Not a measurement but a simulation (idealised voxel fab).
The following process module bears the name voxel capacitor over wiring.
Square cell edge 5 nm, section width 240 nm, ID cut.
Cross-section spec: square-cell grid; bands listed top down; each band is one or more rows.
A band entry consists of two parts. The first gives the height of the band's top and the height of its bottom, in nm. The rest lists the band's materials from left to right, each with its width in nm. A single material labelled with the word "full width" fills the band from edge to edge, and the word "blank" marks empty space.
Heights from 0 (as-received wafer is one material below). Bottom band endless downward, as "0 and below".
The notation "30..40" denotes a width that varies across the rows of cells in the band, beginning at the first number in the top row, finishing at the second number in the bottom row, and changing by an identical amount from each row to the next.
"remains unaltered" for a step: no cell of the cross-section changed in that step.
"Trapped void list" - sealed voids, min. 8 cells, no opening to top; format: width x height at distance (distance from left edge; nm throughout).
If you see something after the settings on a step's line, that's the simulator's own remark about that step.
You can add "overlay nm" to a step's line. For a step with a mask, it describes how far the mask lay to the right of its planned position, and a negative number describes a lay to the left.
The process steps that were planned are listed below:
1: RECEIVE,material Si
2: CONFORMAL_DEP,material SiO2,thk nm 15
3: DIRECTIONAL_DEP,material TiN,thk nm 5
4: DIRECTIONAL_DEP,material W,thk nm 15
5: MASKED_ETCH,tone cover,mask id METAL_1,width nm 30,pitch nm 90,etch materials W,depth nm 15,overlay nm 0
6: MASKED_ETCH,tone cover,mask id METAL_1,width nm 30,pitch nm 90,etch materials TiN,depth nm 5,overlay nm 0
7: FILL_DEP,material SiO2,thk nm 5
8: CMP,height nm 35
9: CONFORMAL_DEP,material SiCN,thk nm 5
10: DIRECTIONAL_DEP,material SiO2,thk nm 20
11: DIRECTIONAL_DEP,material aC,thk nm 10
12: PATTERN,tone open,mask id PLUG_1,material resist,width nm 15,thk nm 30,overlay nm 0
13: DIRECTIONAL_ETCH,etch materials aC,depth nm 10
14: STRIP,etch materials resist
15: DIRECTIONAL_ETCH,etch materials SiO2,depth nm 20
16: DIRECTIONAL_ETCH,etch materials SiCN,depth nm 5
17: STRIP,etch materials aC
18: EPI,material Ru,thk nm 10
19: EPI,material Ru,thk nm 10
20: EPI,material Ru,thk nm 5
21: DIRECTIONAL_DEP,material TiN,thk nm 5
22: DIRECTIONAL_DEP,material SiN,thk nm 5
23: DIRECTIONAL_DEP,material TiN,thk nm 5
24: MASKED_ETCH,tone cover,mask id UPPER_PLATE,width nm 65,etch materials TiN,depth nm 5,overlay nm 0
25: MASKED_ETCH,tone cover,mask id UPPER_PLATE,width nm 65,etch materials SiN,depth nm 5,overlay nm 0
26: MASKED_ETCH,tone cover,mask id LOWER_PLATE,width nm 75,etch materials TiN,depth nm 5,overlay nm 0
27: FILL_DEP,material SiO2,thk nm 20
28: CMP,height nm 90
29: DIRECTIONAL_DEP,material aC,thk nm 10
30: PATTERN,tone open,mask id PLUG_2,material resist,width nm 15,thk nm 30,overlay nm 0
31: DIRECTIONAL_ETCH,etch materials aC,depth nm 10
32: STRIP,etch materials resist
33: DIRECTIONAL_ETCH,etch materials SiO2,depth nm 15
34: STRIP,etch materials aC
35: CONFORMAL_DEP,material TiN,thk nm 5
36: FILL_DEP,material W,thk nm 5
37: CMP,height nm 90
38: CONFORMAL_DEP,material SiCN,thk nm 5
first wafer, as planned:
Cross-section, incoming material, after step 1:
	0 and below: Si full width
	Trapped void list: none
Sectional view: wafer, after step 2:
	15 down to 0: SiO2 full width
	Note: structure below 0 unchanged.
Sectional view: wafer, after step 3:
	20 down to 15: TiN full width
	Note: structure below 15 unchanged.
Sectional view: wafer, after step 4:
	35 down to 20: W full width
	Note: structure below 20 unchanged.
Sectional view: wafer, after step 5:
	35 down to 20: blank 60, then W 30, then blank 60, then W 30, then blank 60
	Note: structure below 20 unchanged.
Sectional view: wafer, after step 6:
	35 down to 20: blank 60, then W 30, then blank 60, then W 30, then blank 60
	20 down to 15: blank 60, then TiN 30, then blank 60, then TiN 30, then blank 60
	Note: structure below 15 unchanged.
Sectional view: wafer, after step 7:
	40 down to 35: SiO2 full width
	35 down to 20: SiO2 60, then W 30, then SiO2 60, then W 30, then SiO2 60
	20 down to 15: SiO2 60, then TiN 30, then SiO2 60, then TiN 30, then SiO2 60
	Note: structure below 15 unchanged.
Sectional view: wafer, after step 8:
	35 down to 20: SiO2 60, then W 30, then SiO2 60, then W 30, then SiO2 60
	Note: structure below 20 unchanged.
Sectional view: wafer, after step 9:
	40 down to 35: SiCN full width
	Note: structure below 35 unchanged.
Sectional view: wafer, after step 10:
	60 down to 40: SiO2 full width
	Note: structure below 40 unchanged.
Sectional view: wafer, after step 11:
	70 down to 60: aC full width
	Note: structure below 60 unchanged.
Sectional view: wafer, after step 12:
	100 down to 70: resist 75, then blank 15, then resist 150
	Note: structure below 70 unchanged.
Sectional view: wafer, after step 13:
	90 down to 70: resist 75, then blank 15, then resist 150
	70 down to 60: aC 75, then blank 15, then aC 150
	Note: structure below 60 unchanged.
Sectional view: wafer, after step 14:
	70 down to 60: aC 75, then blank 15, then aC 150
	Note: structure below 60 unchanged.
Sectional view: wafer, after step 15:
	70 down to 60: aC 75, then blank 15, then aC 150
	60 down to 40: SiO2 75, then blank 15, then SiO2 150
	Note: structure below 40 unchanged.
Sectional view: wafer, after step 16:
	70 down to 60: aC 75, then blank 15, then aC 150
	60 down to 40: SiO2 75, then blank 15, then SiO2 150
	40 down to 35: SiCN 75, then blank 15, then SiCN 150
	Note: structure below 35 unchanged.
Sectional view: wafer, after step 17:
	60 down to 40: SiO2 75, then blank 15, then SiO2 150
	Note: structure below 40 unchanged.
Sectional view: wafer, after step 18:
	60 down to 45: SiO2 75, then blank 15, then SiO2 150
	45 down to 40: SiO2 75, then Ru 15, then SiO2 150
	40 down to 35: SiCN 75, then Ru 15, then SiCN 150
	Note: structure below 35 unchanged.
Sectional view: wafer, after step 19:
	60 down to 55: SiO2 75, then blank 15, then SiO2 150
	55 down to 40: SiO2 75, then Ru 15, then SiO2 150
	Note: structure below 40 unchanged.
Sectional view: wafer, after step 20:
	60 down to 40: SiO2 75, then Ru 15, then SiO2 150
	Note: structure below 40 unchanged.
Sectional view: wafer, after step 21:
	65 down to 60: TiN full width
	Note: structure below 60 unchanged.
Sectional view: wafer, after step 22:
	70 down to 65: SiN full width
	Note: structure below 65 unchanged.
Sectional view: wafer, after step 23:
	75 down to 70: TiN full width
	Note: structure below 70 unchanged.
Sectional view: wafer, after step 24:
	75 down to 70: blank 75, then TiN 65, then blank 100
	Note: structure below 70 unchanged.
Sectional view: wafer, after step 25:
	75 down to 70: blank 75, then TiN 65, then blank 100
	70 down to 65: blank 75, then SiN 65, then blank 100
	Note: structure below 65 unchanged.
Sectional view: wafer, after step 26:
	75 down to 70: blank 75, then TiN 65, then blank 100
	70 down to 65: blank 75, then SiN 65, then blank 100
	65 down to 60: blank 70, then TiN 75, then blank 95
	Note: structure below 60 unchanged.
Sectional view: wafer, after step 27:
	95 down to 75: SiO2 full width
	75 down to 70: SiO2 75, then TiN 65, then SiO2 100
	70 down to 65: SiO2 75, then SiN 65, then SiO2 100
	65 down to 60: SiO2 70, then TiN 75, then SiO2 95
	Note: structure below 60 unchanged.
Sectional view: wafer, after step 28:
	90 down to 75: SiO2 full width
	Note: structure below 75 unchanged.
Sectional view: wafer, after step 29:
	100 down to 90: aC full width
	Note: structure below 90 unchanged.
Sectional view: wafer, after step 30:
	130 down to 100: resist 85, then blank 15, then resist 140
	Note: structure below 100 unchanged.
Sectional view: wafer, after step 31:
	120 down to 100: resist 85, then blank 15, then resist 140
	100 down to 90: aC 85, then blank 15, then aC 140
	Note: structure below 90 unchanged.
Sectional view: wafer, after step 32:
	100 down to 90: aC 85, then blank 15, then aC 140
	Note: structure below 90 unchanged.
Sectional view: wafer, after step 33:
	100 down to 90: aC 85, then blank 15, then aC 140
	90 down to 75: SiO2 85, then blank 15, then SiO2 140
	Note: structure below 75 unchanged.
Sectional view: wafer, after step 34:
	90 down to 75: SiO2 85, then blank 15, then SiO2 140
	Note: structure below 75 unchanged.
Sectional view: wafer, after step 35:
	95 down to 90: TiN 90, then blank 5, then TiN 145
	90 down to 80: SiO2 85, then TiN 5, then blank 5, then TiN 5, then SiO2 140
	80 down to 70: SiO2 85..75, then TiN 15..65, then SiO2 140..100
	Note: structure below 70 unchanged.
Sectional view: wafer, after step 36:
	100 down to 95: W full width
	95 down to 90: TiN 90, then W 5, then TiN 145
	90 down to 80: SiO2 85, then TiN 5, then W 5, then TiN 5, then SiO2 140
	Note: structure below 80 unchanged.
Sectional view: wafer, after step 37:
	90 down to 80: SiO2 85, then TiN 5, then W 5, then TiN 5, then SiO2 140
	Note: structure below 80 unchanged.
Sectional view: wafer, after step 38:
	95 down to 90: SiCN full width
	Note: structure below 90 unchanged.
Wafer two. Identical start, identical plan. One mistake in execution. Identical history through step 23:
Cross-section of the second wafer corresponding to the planned conclusion of step 24:
	75 down to 70: blank 85, then TiN 65, then blank 90
	Note: structure below 70 unchanged.
Cross-section of the second wafer corresponding to the planned conclusion of step 25:
	75 down to 70: blank 85, then TiN 65, then blank 90
	70 down to 65: blank 75, then SiN 75, then blank 90
	Note: structure below 65 unchanged.
Cross-section of the second wafer corresponding to the planned conclusion of step 26:
	75 down to 70: blank 85, then TiN 60, then blank 95
	70 down to 65: blank 75, then SiN 75, then blank 90
	65 down to 60: blank 70, then TiN 80, then blank 90
	Note: structure below 60 unchanged.
Cross-section of the second wafer corresponding to the planned conclusion of step 27:
	95 down to 75: SiO2 full width
	75 down to 70: SiO2 85, then TiN 60, then SiO2 95
	70 down to 65: SiO2 75, then SiN 75, then SiO2 90
	65 down to 60: SiO2 70, then TiN 80, then SiO2 90
	Note: structure below 60 unchanged.
Cross-section of the second wafer corresponding to the planned conclusion of step 28:
	90 down to 75: SiO2 full width
	Note: structure below 75 unchanged.
Cross-section of the second wafer corresponding to the planned conclusion of step 29:
	100 down to 90: aC full width
	Note: structure below 90 unchanged.
Cross-section of the second wafer corresponding to the planned conclusion of step 30:
	130 down to 100: resist 85, then blank 15, then resist 140
	Note: structure below 100 unchanged.
Cross-section of the second wafer corresponding to the planned conclusion of step 31:
	120 down to 100: resist 85, then blank 15, then resist 140
	100 down to 90: aC 85, then blank 15, then aC 140
	Note: structure below 90 unchanged.
Cross-section of the second wafer corresponding to the planned conclusion of step 32:
	100 down to 90: aC 85, then blank 15, then aC 140
	Note: structure below 90 unchanged.
Cross-section of the second wafer corresponding to the planned conclusion of step 33:
	100 down to 90: aC 85, then blank 15, then aC 140
	90 down to 75: SiO2 85, then blank 15, then SiO2 140
	Note: structure below 75 unchanged.
Cross-section of the second wafer corresponding to the planned conclusion of step 34:
	90 down to 75: SiO2 85, then blank 15, then SiO2 140
	Note: structure below 75 unchanged.
Cross-section of the second wafer corresponding to the planned conclusion of step 35:
	95 down to 90: TiN 90, then blank 5, then TiN 145
	90 down to 80: SiO2 85, then TiN 5, then blank 5, then TiN 5, then SiO2 140
	80 down to 70: SiO2 85, then TiN 15..60, then SiO2 140..95
	Note: structure below 70 unchanged.
Cross-section of the second wafer corresponding to the planned conclusion of step 36:
	100 down to 95: W full width
	95 down to 90: TiN 90, then W 5, then TiN 145
	90 down to 80: SiO2 85, then TiN 5, then W 5, then TiN 5, then SiO2 140
	Note: structure below 80 unchanged.
Cross-section of the second wafer corresponding to the planned conclusion of step 37:
	90 down to 80: SiO2 85, then TiN 5, then W 5, then TiN 5, then SiO2 140
	Note: structure below 80 unchanged.
Cross-section of the second wafer corresponding to the planned conclusion of step 38:
	95 down to 90: SiCN full width
	Note: structure below 90 unchanged.
So what did we get wrong on this run? planned and actual differ for step 24; actual: MASKED_ETCH,tone cover,mask id UPPER_PLATE,width nm 65,etch materials TiN,depth nm 5,overlay nm 10
Wafer comparison, final, in cells, second relative to first, materials more or fewer: SiN: 2 more; SiO2: 2 fewer
